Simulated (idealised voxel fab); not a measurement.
The document below concerns the process module designated voxel wiring stack.
220 nm wide, 5 nm square cells: that's cross-section cut.
We lay out every cross-section as a grid of square cells and spell it out in bands from the top down, where one band means one or more rows of cells.
What a band's entry tells you: where the top is and where the bottom is, as heights in nm, and after that what lies inside, material by material from left to right, each with its width in nm. Empty space is written as the word "blank", and a single material marked with the word "all across" occupies the band from edge to edge.
Heights from 0 (as-received wafer is one material below). Bottom band endless downward, as "from 0 down".
The two numbers in a width such as "30->40" mark its ends across the band: the first belongs to the top row of cells, the second to the bottom row, and from each row to the next the width moves by the same amount.
Any step labelled "no modifications" changed none of the cells in the cross-section.
This entry, "Sealed void inventory", enumerates those empty regions of no fewer than 8 cells that possess no open connection to the top. Each region is reported in the form width x height at distance, the distance being taken from the left edge, with all three quantities expressed in nm.
after a step's settings: what the simulator itself notes on the step
overlay nm: mask offset rightward from planned place, masked step; negative means leftward offset.

The process steps that were planned are listed below
1. RECEIVE with material Si
2. CONFORMAL_DEP with material SiO2, thk nm 15
3. DIRECTIONAL_DEP with material TiN, thk nm 5
4. DIRECTIONAL_DEP with material W, thk nm 15
5. DIRECTIONAL_DEP with material aC, thk nm 10
6. PATTERN with tone cover, mask id METAL_1, material resist, width nm 20, pitch nm 50, thk nm 25, overlay nm 0
7. DIRECTIONAL_ETCH with etch materials aC, depth nm 10
8. STRIP with etch materials resist
9. DIRECTIONAL_ETCH with etch materials W, depth nm 15
10. DIRECTIONAL_ETCH with etch materials TiN, depth nm 5
11. STRIP with etch materials aC
12. CONFORMAL_DEP with material SiN, thk nm 5
13. FILL_DEP with material SiO2, thk nm 10
14. CMP with height nm 35
15. CONFORMAL_DEP with material SiCN, thk nm 5
16. DIRECTIONAL_DEP with material lowk, thk nm 10
17. DIRECTIONAL_DEP with material aC, thk nm 15
18. PATTERN with tone open, mask id PLUG_1, material resist, width nm 15, pitch nm 50, thk nm 30, overlay nm 0
19. DIRECTIONAL_ETCH with etch materials aC, depth nm 15
20. STRIP with etch materials resist
21. DIRECTIONAL_ETCH with etch materials lowk, depth nm 10
22. DIRECTIONAL_ETCH with etch materials SiCN, depth nm 5
23. STRIP with etch materials aC
24. EPI with material Ru, thk nm 10
25. EPI with material Ru, thk nm 5
26. CONFORMAL_DEP with material SiCN, thk nm 5
27. DIRECTIONAL_DEP with material SiO2, thk nm 25
28. MASKED_ETCH with tone open, mask id METAL_2, width nm 20, pitch nm 50, etch materials SiO2, depth nm 25, overlay nm 0
29. MASKED_ETCH with tone open, mask id METAL_2, width nm 20, pitch nm 50, etch materials SiCN, depth nm 5, overlay nm 0
30. CONFORMAL_DEP with material TiN, thk nm 5
31. FILL_DEP with material W, thk nm 10
32. CMP with height nm 80
33. CONFORMAL_DEP with material SiCN, thk nm 5
34. DIRECTIONAL_DEP with material SiO2, thk nm 10
35. DIRECTIONAL_DEP with material aC, thk nm 15
36. PATTERN with tone open, mask id PLUG_2, material resist, width nm 15, pitch nm 50, thk nm 30, overlay nm 0
37. DIRECTIONAL_ETCH with etch materials aC, depth nm 15
38. STRIP with etch materials resist
39. DIRECTIONAL_ETCH with etch materials SiO2, depth nm 10
40. DIRECTIONAL_ETCH with etch materials SiCN, depth nm 5
41. STRIP with etch materials aC
42. EPI with material Ru, thk nm 10
43. EPI with material Ru, thk nm 5
44. DIRECTIONAL_DEP with material TiN, thk nm 5
45. DIRECTIONAL_DEP with material Ru, thk nm 20
46. MASKED_ETCH with tone cover, mask id METAL_3, width nm 20, pitch nm 50, etch materials Ru, depth nm 20, overlay nm 0
47. MASKED_ETCH with tone cover, mask id METAL_3, width nm 20, pitch nm 50, etch materials TiN, depth nm 5, overlay nm 0
48. CONFORMAL_DEP with material SiCN, thk nm 5
49. FILL_DEP with material SiO2, thk nm 10
50. CMP with height nm 120
51. CONFORMAL_DEP with material SiN, thk nm 5

The first of two wafers, run as planned

Cross-section of the incoming wafer, state after step 1
	from 0 down = Si all across
	Sealed void inventory: none

Presented here is a cross-section of the wafer after step 2 has been performed
	from 15 to 0 = SiO2 all across
	No changes below 0.

Presented here is a cross-section of the wafer after step 3 has been performed
	from 20 to 15 = TiN all across
	No changes below 15.

Presented here is a cross-section of the wafer after step 4 has been performed
	from 35 to 20 = W all across
	No changes below 20.

Presented here is a cross-section of the wafer after step 5 has been performed
	from 45 to 35 = aC all across
	No changes below 35.

Presented here is a cross-section of the wafer after step 6 has been performed
	from 70 to 45 = blank (75) / resist (20) / blank (30) / resist (20) / blank (75)
	No changes below 45.

Presented here is a cross-section of the wafer after step 7 has been performed
	from 60 to 45 = blank (75) / resist (20) / blank (30) / resist (20) / blank (75)
	from 45 to 35 = blank (75) / aC (20) / blank (30) / aC (20) / blank (75)
	No changes below 35.

Presented here is a cross-section of the wafer after step 8 has been performed
	from 45 to 35 = blank (75) / aC (20) / blank (30) / aC (20) / blank (75)
	No changes below 35.

Presented here is a cross-section of the wafer after step 9 has been performed
	from 45 to 35 = blank (75) / aC (20) / blank (30) / aC (20) / blank (75)
	from 35 to 20 = blank (75) / W (20) / blank (30) / W (20) / blank (75)
	No changes below 20.

Presented here is a cross-section of the wafer after step 10 has been performed
	from 45 to 35 = blank (75) / aC (20) / blank (30) / aC (20) / blank (75)
	from 35 to 20 = blank (75) / W (20) / blank (30) / W (20) / blank (75)
	from 20 to 15 = blank (75) / TiN (20) / blank (30) / TiN (20) / blank (75)
	No changes below 15.

Presented here is a cross-section of the wafer after step 11 has been performed
	from 35 to 20 = blank (75) / W (20) / blank (30) / W (20) / blank (75)
	No changes below 20.

Presented here is a cross-section of the wafer after step 12 has been performed
	from 40 to 35 = blank (70) / SiN (30) / blank (20) / SiN (30) / blank (70)
	from 35 to 20 = blank (70) / SiN (5) / W (20) / SiN (5) / blank (20) / SiN (5) / W (20) / SiN (5) / blank (70)
	from 20 to 15 = SiN (75) / TiN (20) / SiN (30) / TiN (20) / SiN (75)
	No changes below 15.

Presented here is a cross-section of the wafer after step 13 has been performed
	from 50 to 40 = SiO2 all across
	from 40 to 35 = SiO2 (70) / SiN (30) / SiO2 (20) / SiN (30) / SiO2 (70)
	from 35 to 20 = SiO2 (70) / SiN (5) / W (20) / SiN (5) / SiO2 (20) / SiN (5) / W (20) / SiN (5) / SiO2 (70)
	No changes below 20.

Presented here is a cross-section of the wafer after step 14 has been performed
	from 35 to 20 = SiO2 (70) / SiN (5) / W (20) / SiN (5) / SiO2 (20) / SiN (5) / W (20) / SiN (5) / SiO2 (70)
	No changes below 20.

Presented here is a cross-section of the wafer after step 15 has been performed
	from 40 to 35 = SiCN all across
	No changes below 35.

Presented here is a cross-section of the wafer after step 16 has been performed
	from 50 to 40 = lowk all across
	No changes below 40.

Presented here is a cross-section of the wafer after step 17 has been performed
	from 65 to 50 = aC all across
	No changes below 50.

Presented here is a cross-section of the wafer after step 18 has been performed
	from 95 to 65 = resist (75) / blank (15) / resist (35) / blank (15) / resist (80)
	No changes below 65.

Presented here is a cross-section of the wafer after step 19 has been performed
	from 80 to 65 = resist (75) / blank (15) / resist (35) / blank (15) / resist (80)
	from 65 to 50 = aC (75) / blank (15) / aC (35) / blank (15) / aC (80)
	No changes below 50.

Presented here is a cross-section of the wafer after step 20 has been performed
	from 65 to 50 = aC (75) / blank (15) / aC (35) / blank (15) / aC (80)
	No changes below 50.

Presented here is a cross-section of the wafer after step 21 has been performed
	from 65 to 50 = aC (75) / blank (15) / aC (35) / blank (15) / aC (80)
	from 50 to 40 = lowk (75) / blank (15) / lowk (35) / blank (15) / lowk (80)
	No changes below 40.

Presented here is a cross-section of the wafer after step 22 has been performed
	from 65 to 50 = aC (75) / blank (15) / aC (35) / blank (15) / aC (80)
	from 50 to 40 = lowk (75) / blank (15) / lowk (35) / blank (15) / lowk (80)
	from 40 to 35 = SiCN (75) / blank (15) / SiCN (35) / blank (15) / SiCN (80)
	No changes below 35.

Presented here is a cross-section of the wafer after step 23 has been performed
	from 50 to 40 = lowk (75) / blank (15) / lowk (35) / blank (15) / lowk (80)
	No changes below 40.

Presented here is a cross-section of the wafer after step 24 has been performed
	from 50 to 45 = lowk (75) / blank (15) / lowk (35) / blank (15) / lowk (80)
	from 45 to 40 = lowk (75) / Ru (15) / lowk (35) / Ru (15) / lowk (80)
	from 40 to 35 = SiCN (75) / Ru (15) / SiCN (35) / Ru (15) / SiCN (80)
	No changes below 35.

Presented here is a cross-section of the wafer after step 25 has been performed
	from 50 to 40 = lowk (75) / Ru (15) / lowk (35) / Ru (15) / lowk (80)
	No changes below 40.

Presented here is a cross-section of the wafer after step 26 has been performed
	from 55 to 50 = SiCN all across
	No changes below 50.

Presented here is a cross-section of the wafer after step 27 has been performed
	from 80 to 55 = SiO2 all across
	No changes below 55.

Presented here is a cross-section of the wafer after step 28 has been performed
	from 80 to 55 = SiO2 (75) / blank (20) / SiO2 (30) / blank (20) / SiO2 (75)
	No changes below 55.

Presented here is a cross-section of the wafer after step 29 has been performed
	from 80 to 55 = SiO2 (75) / blank (20) / SiO2 (30) / blank (20) / SiO2 (75)
	from 55 to 50 = SiCN (75) / blank (20) / SiCN (30) / blank (20) / SiCN (75)
	No changes below 50.

Presented here is a cross-section of the wafer after step 30 has been performed
	from 85 to 80 = TiN (80) / blank (10) / TiN (40) / blank (10) / TiN (80)
	from 80 to 55 = SiO2 (75) / TiN (5) / blank (10) / TiN (5) / SiO2 (30) / TiN (5) / blank (10) / TiN (5) / SiO2 (75)
	from 55 to 50 = SiCN (75) / TiN (20) / SiCN (30) / TiN (20) / SiCN (75)
	No changes below 50.

Presented here is a cross-section of the wafer after step 31 has been performed
	from 95 to 85 = W all across
	from 85 to 80 = TiN (80) / W (10) / TiN (40) / W (10) / TiN (80)
	from 80 to 55 = SiO2 (75) / TiN (5) / W (10) / TiN (5) / SiO2 (30) / TiN (5) / W (10) / TiN (5) / SiO2 (75)
	No changes below 55.

Presented here is a cross-section of the wafer after step 32 has been performed
	from 80 to 55 = SiO2 (75) / TiN (5) / W (10) / TiN (5) / SiO2 (30) / TiN (5) / W (10) / TiN (5) / SiO2 (75)
	No changes below 55.

Presented here is a cross-section of the wafer after step 33 has been performed
	from 85 to 80 = SiCN all across
	No changes below 80.

Presented here is a cross-section of the wafer after step 34 has been performed
	from 95 to 85 = SiO2 all across
	No changes below 85.

Presented here is a cross-section of the wafer after step 35 has been performed
	from 110 to 95 = aC all across
	No changes below 95.

Presented here is a cross-section of the wafer after step 36 has been performed
	from 140 to 110 = resist (75) / blank (15) / resist (35) / blank (15) / resist (80)
	No changes below 110.

Presented here is a cross-section of the wafer after step 37 has been performed
	from 125 to 110 = resist (75) / blank (15) / resist (35) / blank (15) / resist (80)
	from 110 to 95 = aC (75) / blank (15) / aC (35) / blank (15) / aC (80)
	No changes below 95.

Presented here is a cross-section of the wafer after step 38 has been performed
	from 110 to 95 = aC (75) / blank (15) / aC (35) / blank (15) / aC (80)
	No changes below 95.

Presented here is a cross-section of the wafer after step 39 has been performed
	from 110 to 95 = aC (75) / blank (15) / aC (35) / blank (15) / aC (80)
	from 95 to 85 = SiO2 (75) / blank (15) / SiO2 (35) / blank (15) / SiO2 (80)
	No changes below 85.

Presented here is a cross-section of the wafer after step 40 has been performed
	from 110 to 95 = aC (75) / blank (15) / aC (35) / blank (15) / aC (80)
	from 95 to 85 = SiO2 (75) / blank (15) / SiO2 (35) / blank (15) / SiO2 (80)
	from 85 to 80 = SiCN (75) / blank (15) / SiCN (35) / blank (15) / SiCN (80)
	No changes below 80.

Presented here is a cross-section of the wafer after step 41 has been performed
	from 95 to 85 = SiO2 (75) / blank (15) / SiO2 (35) / blank (15) / SiO2 (80)
	No changes below 85.

Presented here is a cross-section of the wafer after step 42 has been performed
	from 95 to 90 = SiO2 (75) / blank (15) / SiO2 (35) / blank (15) / SiO2 (80)
	from 90 to 85 = SiO2 (75) / Ru (15) / SiO2 (35) / Ru (15) / SiO2 (80)
	from 85 to 80 = SiCN (75) / Ru (15) / SiCN (35) / Ru (15) / SiCN (80)
	No changes below 80.

Presented here is a cross-section of the wafer after step 43 has been performed
	from 95 to 85 = SiO2 (75) / Ru (15) / SiO2 (35) / Ru (15) / SiO2 (80)
	No changes below 85.

Presented here is a cross-section of the wafer after step 44 has been performed
	from 100 to 95 = TiN all across
	No changes below 95.

Presented here is a cross-section of the wafer after step 45 has been performed
	from 120 to 100 = Ru all across
	No changes below 100.

Presented here is a cross-section of the wafer after step 46 has been performed
	from 120 to 100 = blank (75) / Ru (20) / blank (30) / Ru (20) / blank (75)
	No changes below 100.

Presented here is a cross-section of the wafer after step 47 has been performed
	from 120 to 100 = blank (75) / Ru (20) / blank (30) / Ru (20) / blank (75)
	from 100 to 95 = blank (75) / TiN (20) / blank (30) / TiN (20) / blank (75)
	No changes below 95.

Presented here is a cross-section of the wafer after step 48 has been performed
	from 125 to 120 = blank (70) / SiCN (30) / blank (20) / SiCN (30) / blank (70)
	from 120 to 100 = blank (70) / SiCN (5) / Ru (20) / SiCN (5) / blank (20) / SiCN (5) / Ru (20) / SiCN (5) / blank (70)
	from 100 to 95 = SiCN (75) / TiN (20) / SiCN (30) / TiN (20) / SiCN (75)
	No changes below 95.

Presented here is a cross-section of the wafer after step 49 has been performed
	from 135 to 125 = SiO2 all across
	from 125 to 120 = SiO2 (70) / SiCN (30) / SiO2 (20) / SiCN (30) / SiO2 (70)
	from 120 to 100 = SiO2 (70) / SiCN (5) / Ru (20) / SiCN (5) / SiO2 (20) / SiCN (5) / Ru (20) / SiCN (5) / SiO2 (70)
	No changes below 100.

Presented here is a cross-section of the wafer after step 50 has been performed
	from 120 to 100 = SiO2 (70) / SiCN (5) / Ru (20) / SiCN (5) / SiO2 (20) / SiCN (5) / Ru (20) / SiCN (5) / SiO2 (70)
	No changes below 100.

Presented here is a cross-section of the wafer after step 51 has been performed
	from 125 to 120 = SiN all across
	No changes below 120.

For the second wafer, take the first wafer's start and plan, then add one mistake made in running it; everything through step 27, that step included, is shared with the first

Second wafer cross-section, taken as of the time the plan sets for step 28 to be done
	from 80 to 55 = SiO2 (70) / blank (30) / SiO2 (20) / blank (30) / SiO2 (70)
	No changes below 55.

Second wafer cross-section, taken as of the time the plan sets for step 29 to be done
	from 80 to 55 = SiO2 (70) / blank (30) / SiO2 (20) / blank (30) / SiO2 (70)
	from 55 to 50 = SiCN (75) / blank (20) / SiCN (30) / blank (20) / SiCN (75)
	No changes below 50.

Second wafer cross-section, taken as of the time the plan sets for step 30 to be done
	from 85 to 80 = TiN (75) / blank (20) / TiN (30) / blank (20) / TiN (75)
	from 80 to 60 = SiO2 (70) / TiN (5) / blank (20) / TiN (5) / SiO2 (20) / TiN (5) / blank (20) / TiN (5) / SiO2 (70)
	from 60 to 55 = SiO2 (70) / TiN (10) / blank (10) / TiN (10) / SiO2 (20) / TiN (10) / blank (10) / TiN (10) / SiO2 (70)
	from 55 to 50 = SiCN (75) / TiN (20) / SiCN (30) / TiN (20) / SiCN (75)
	No changes below 50.

Second wafer cross-section, taken as of the time the plan sets for step 31 to be done
	from 95 to 85 = W all across
	from 85 to 80 = TiN (75) / W (20) / TiN (30) / W (20) / TiN (75)
	from 80 to 60 = SiO2 (70) / TiN (5) / W (20) / TiN (5) / SiO2 (20) / TiN (5) / W (20) / TiN (5) / SiO2 (70)
	from 60 to 55 = SiO2 (70) / TiN (10) / W (10) / TiN (10) / SiO2 (20) / TiN (10) / W (10) / TiN (10) / SiO2 (70)
	No changes below 55.

Second wafer cross-section, taken as of the time the plan sets for step 32 to be done
	from 80 to 60 = SiO2 (70) / TiN (5) / W (20) / TiN (5) / SiO2 (20) / TiN (5) / W (20) / TiN (5) / SiO2 (70)
	No changes below 60.

Second wafer cross-section, taken as of the time the plan sets for step 33 to be done
	from 85 to 80 = SiCN all across
	No changes below 80.

Second wafer cross-section, taken as of the time the plan sets for step 34 to be done
	from 95 to 85 = SiO2 all across
	No changes below 85.

Second wafer cross-section, taken as of the time the plan sets for step 35 to be done
	from 110 to 95 = aC all across
	No changes below 95.

Second wafer cross-section, taken as of the time the plan sets for step 36 to be done
	from 140 to 110 = resist (75) / blank (15) / resist (35) / blank (15) / resist (80)
	No changes below 110.

Second wafer cross-section, taken as of the time the plan sets for step 37 to be done
	from 125 to 110 = resist (75) / blank (15) / resist (35) / blank (15) / resist (80)
	from 110 to 95 = aC (75) / blank (15) / aC (35) / blank (15) / aC (80)
	No changes below 95.

Second wafer cross-section, taken as of the time the plan sets for step 38 to be done
	from 110 to 95 = aC (75) / blank (15) / aC (35) / blank (15) / aC (80)
	No changes below 95.

Second wafer cross-section, taken as of the time the plan sets for step 39 to be done
	from 110 to 95 = aC (75) / blank (15) / aC (35) / blank (15) / aC (80)
	from 95 to 85 = SiO2 (75) / blank (15) / SiO2 (35) / blank (15) / SiO2 (80)
	No changes below 85.

Second wafer cross-section, taken as of the time the plan sets for step 40 to be done
	from 110 to 95 = aC (75) / blank (15) / aC (35) / blank (15) / aC (80)
	from 95 to 85 = SiO2 (75) / blank (15) / SiO2 (35) / blank (15) / SiO2 (80)
	from 85 to 80 = SiCN (75) / blank (15) / SiCN (35) / blank (15) / SiCN (80)
	No changes below 80.

Second wafer cross-section, taken as of the time the plan sets for step 41 to be done
	from 95 to 85 = SiO2 (75) / blank (15) / SiO2 (35) / blank (15) / SiO2 (80)
	No changes below 85.

Second wafer cross-section, taken as of the time the plan sets for step 42 to be done
	from 95 to 90 = SiO2 (75) / blank (15) / SiO2 (35) / blank (15) / SiO2 (80)
	from 90 to 85 = SiO2 (75) / Ru (15) / SiO2 (35) / Ru (15) / SiO2 (80)
	from 85 to 80 = SiCN (75) / Ru (15) / SiCN (35) / Ru (15) / SiCN (80)
	No changes below 80.

Second wafer cross-section, taken as of the time the plan sets for step 43 to be done
	from 95 to 85 = SiO2 (75) / Ru (15) / SiO2 (35) / Ru (15) / SiO2 (80)
	No changes below 85.

Second wafer cross-section, taken as of the time the plan sets for step 44 to be done
	from 100 to 95 = TiN all across
	No changes below 95.

Second wafer cross-section, taken as of the time the plan sets for step 45 to be done
	from 120 to 100 = Ru all across
	No changes below 100.

Second wafer cross-section, taken as of the time the plan sets for step 46 to be done
	from 120 to 100 = blank (75) / Ru (20) / blank (30) / Ru (20) / blank (75)
	No changes below 100.

Second wafer cross-section, taken as of the time the plan sets for step 47 to be done
	from 120 to 100 = blank (75) / Ru (20) / blank (30) / Ru (20) / blank (75)
	from 100 to 95 = blank (75) / TiN (20) / blank (30) / TiN (20) / blank (75)
	No changes below 95.

Second wafer cross-section, taken as of the time the plan sets for step 48 to be done
	from 125 to 120 = blank (70) / SiCN (30) / blank (20) / SiCN (30) / blank (70)
	from 120 to 100 = blank (70) / SiCN (5) / Ru (20) / SiCN (5) / blank (20) / SiCN (5) / Ru (20) / SiCN (5) / blank (70)
	from 100 to 95 = SiCN (75) / TiN (20) / SiCN (30) / TiN (20) / SiCN (75)
	No changes below 95.

Second wafer cross-section, taken as of the time the plan sets for step 49 to be done
	from 135 to 125 = SiO2 all across
	from 125 to 120 = SiO2 (70) / SiCN (30) / SiO2 (20) / SiCN (30) / SiO2 (70)
	from 120 to 100 = SiO2 (70) / SiCN (5) / Ru (20) / SiCN (5) / SiO2 (20) / SiCN (5) / Ru (20) / SiCN (5) / SiO2 (70)
	No changes below 100.

Second wafer cross-section, taken as of the time the plan sets for step 50 to be done
	from 120 to 100 = SiO2 (70) / SiCN (5) / Ru (20) / SiCN (5) / SiO2 (20) / SiCN (5) / Ru (20) / SiCN (5) / SiO2 (70)
	No changes below 100.

Second wafer cross-section, taken as of the time the plan sets for step 51 to be done
	from 125 to 120 = SiN all across
	No changes below 120.
Nonconformance to the process plan: it should be noted that step 28 was executed with settings other than those planned, the operation and settings actually applied being MASKED_ETCH with tone open, mask id METAL_2, width nm 30, pitch nm 50, etch materials SiO2, depth nm 25, overlay nm 0
Once processing is complete, comparing cell counts shows that the second wafer has more or fewer of certain materials than the first: 20 fewer of SiO2, 4 more of TiN, 16 more of W
